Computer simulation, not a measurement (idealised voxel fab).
Name of the process module below: voxel ribs on slabs
Section shown: cut. Width: 160 nm. Cell size: 5 nm, square.
If you're reading a cross-section in this doc, picture square cells in a grid; it comes to you as bands, top ones listed first down to the bottom, and a band can be one or more rows of cells.
Read a band's entry like this: the first values are the height of its top and the height of its bottom in nm, and what follows is the sequence of materials from left to right, each with its width in nm. Note that "empty" is empty space, and that a single material marked "full width" reaches across the band from edge to edge.
Heights are expressed relative to 0, this being the level below which the as-received wafer comprises one material exclusively. The lowest band is unbounded in the downward direction and is denoted as in "0 down".
The expression "30->40" gives the width at the extremes of the band, the first number at its top row of cells and the second at its bottom row, with the width changing by equal amounts from each row to the next in between.
"no alteration" -> step changed no cross-section cell.
"Enclosed void entries" - sealed voids, min. 8 cells, no opening to top; format: width x height at distance (distance from left edge; nm throughout).
Past the settings on a step's line: simulator remark, on that step.
When a step includes a mask, the "overlay nm" setting on its line states how far to the right of its planned place that mask lay, and negative values state how far to the left.

**Here's what the planned process steps look like**
1. op RECEIVE | material Si
2. op DIRECTIONAL_DEP | material SiO2 | thk nm 20
3. op DIRECTIONAL_DEP | material polySi | thk nm 20
4. op PATTERN | tone cover | mask id RIB | material resist | width nm 30 | thk nm 15 | overlay nm 0
5. op DIRECTIONAL_ETCH | etch materials polySi | depth nm 5
6. op STRIP | etch materials resist
7. op PATTERN | tone cover | mask id SLAB | material resist | width nm 60 | thk nm 20 | overlay nm 0
8. op DIRECTIONAL_ETCH | etch materials polySi | depth nm 15
9. op STRIP | etch materials resist
10. op FILL_DEP | material SiO2 | thk nm 20
11. op CMP | height nm 50
12. op DIRECTIONAL_DEP | material TiN | thk nm 10
13. op PATTERN | tone cover | mask id HEATER | material resist | width nm 40 | thk nm 15 | overlay nm 0
14. op DIRECTIONAL_ETCH | etch materials TiN | depth nm 10
15. op STRIP | etch materials resist
16. op CONFORMAL_DEP | material SiO2 | thk nm 5

**Concerning the first of two wafers, which was run in accordance with the plan**

**This is the cross-section of the wafer as we received it, i.e. after step 1**
0 down: Si full width
Enclosed void entries: none

**Sectional view: wafer, after step 2**
20 to 0: SiO2 full width
At heights below 0, the structure remains unaltered.

**Sectional view: wafer, after step 3**
40 to 20: polySi full width
At heights below 20, the structure remains unaltered.

**Sectional view: wafer, after step 4**
55 to 40: 65 of empty; 30 of resist; 65 of empty
At heights below 40, the structure remains unaltered.

**Sectional view: wafer, after step 5**
55 to 40: 65 of empty; 30 of resist; 65 of empty
40 to 35: 65 of empty; 30 of polySi; 65 of empty
At heights below 35, the structure remains unaltered.

**Sectional view: wafer, after step 6**
40 to 35: 65 of empty; 30 of polySi; 65 of empty
At heights below 35, the structure remains unaltered.

**Sectional view: wafer, after step 7**
60 to 40: 50 of empty; 60 of resist; 50 of empty
40 to 35: 50 of empty; 15 of resist; 30 of polySi; 15 of resist; 50 of empty
At heights below 35, the structure remains unaltered.

**Sectional view: wafer, after step 8**
60 to 40: 50 of empty; 60 of resist; 50 of empty
40 to 35: 50 of empty; 15 of resist; 30 of polySi; 15 of resist; 50 of empty
35 to 20: 50 of empty; 60 of polySi; 50 of empty
At heights below 20, the structure remains unaltered.

**Sectional view: wafer, after step 9**
40 to 35: 65 of empty; 30 of polySi; 65 of empty
At heights below 35, the structure remains unaltered.

**Sectional view: wafer, after step 10**
60 to 40: SiO2 full width
40 to 35: 65 of SiO2; 30 of polySi; 65 of SiO2
35 to 20: 50 of SiO2; 60 of polySi; 50 of SiO2
At heights below 20, the structure remains unaltered.

**Sectional view: wafer, after step 11**
50 to 40: SiO2 full width
At heights below 40, the structure remains unaltered.

**Sectional view: wafer, after step 12**
60 to 50: TiN full width
At heights below 50, the structure remains unaltered.

**Sectional view: wafer, after step 13**
75 to 60: 60 of empty; 40 of resist; 60 of empty
At heights below 60, the structure remains unaltered.

**Sectional view: wafer, after step 14**
75 to 60: 60 of empty; 40 of resist; 60 of empty
60 to 50: 60 of empty; 40 of TiN; 60 of empty
At heights below 50, the structure remains unaltered.

**Sectional view: wafer, after step 15**
60 to 50: 60 of empty; 40 of TiN; 60 of empty
At heights below 50, the structure remains unaltered.

**Sectional view: wafer, after step 16**
65 to 60: 55 of empty; 50 of SiO2; 55 of empty
60 to 55: 55 of empty; 5 of SiO2; 40 of TiN; 5 of SiO2; 55 of empty
55 to 50: 60 of SiO2; 40 of TiN; 60 of SiO2
At heights below 50, the structure remains unaltered.

**The remaining wafer, second of the two, started like the first and was run to the same plan, except that one mistake was made along the way; the two coincide through step 6, inclusive**

**What the second wafer looks like in cross-section when step 7 should have wrapped up**
60 to 40: 50 of resist; 60 of empty; 50 of resist
40 to 35: 50 of resist; 15 of empty; 30 of polySi; 15 of empty; 50 of resist
At heights below 35, the structure remains unaltered.

**What the second wafer looks like in cross-section when step 8 should have wrapped up**
60 to 35: 50 of resist; 60 of empty; 50 of resist
35 to 25: 50 of polySi; 60 of empty; 50 of polySi
25 to 20: 50 of polySi; 15 of empty; 30 of polySi; 15 of empty; 50 of polySi
At heights below 20, the structure remains unaltered.

**What the second wafer looks like in cross-section when step 9 should have wrapped up**
35 to 25: 50 of polySi; 60 of empty; 50 of polySi
At heights below 25, the structure remains unaltered.

**What the second wafer looks like in cross-section when step 10 should have wrapped up**
55 to 35: SiO2 full width
35 to 25: 50 of polySi; 60 of SiO2; 50 of polySi
25 to 20: 50 of polySi; 15 of SiO2; 30 of polySi; 15 of SiO2; 50 of polySi
At heights below 20, the structure remains unaltered.

**What the second wafer looks like in cross-section when step 11 should have wrapped up**
50 to 35: SiO2 full width
At heights below 35, the structure remains unaltered.

**What the second wafer looks like in cross-section when step 12 should have wrapped up**
60 to 50: TiN full width
At heights below 50, the structure remains unaltered.

**What the second wafer looks like in cross-section when step 13 should have wrapped up**
75 to 60: 60 of empty; 40 of resist; 60 of empty
At heights below 60, the structure remains unaltered.

**What the second wafer looks like in cross-section when step 14 should have wrapped up**
75 to 60: 60 of empty; 40 of resist; 60 of empty
60 to 50: 60 of empty; 40 of TiN; 60 of empty
At heights below 50, the structure remains unaltered.

**What the second wafer looks like in cross-section when step 15 should have wrapped up**
60 to 50: 60 of empty; 40 of TiN; 60 of empty
At heights below 50, the structure remains unaltered.

**What the second wafer looks like in cross-section when step 16 should have wrapped up**
65 to 60: 55 of empty; 50 of SiO2; 55 of empty
60 to 55: 55 of empty; 5 of SiO2; 40 of TiN; 5 of SiO2; 55 of empty
55 to 50: 60 of SiO2; 40 of TiN; 60 of SiO2
At heights below 50, the structure remains unaltered.
Which mistake was made when the wafer was run? off-plan run, step 7, actual operation and settings op PATTERN | tone open | mask id SLAB | material resist | width nm 60 | thk nm 20 | overlay nm 0
Count the cells at the end and the second wafer has more or fewer of some materials than the first: -24 SiO2; +24 polySi
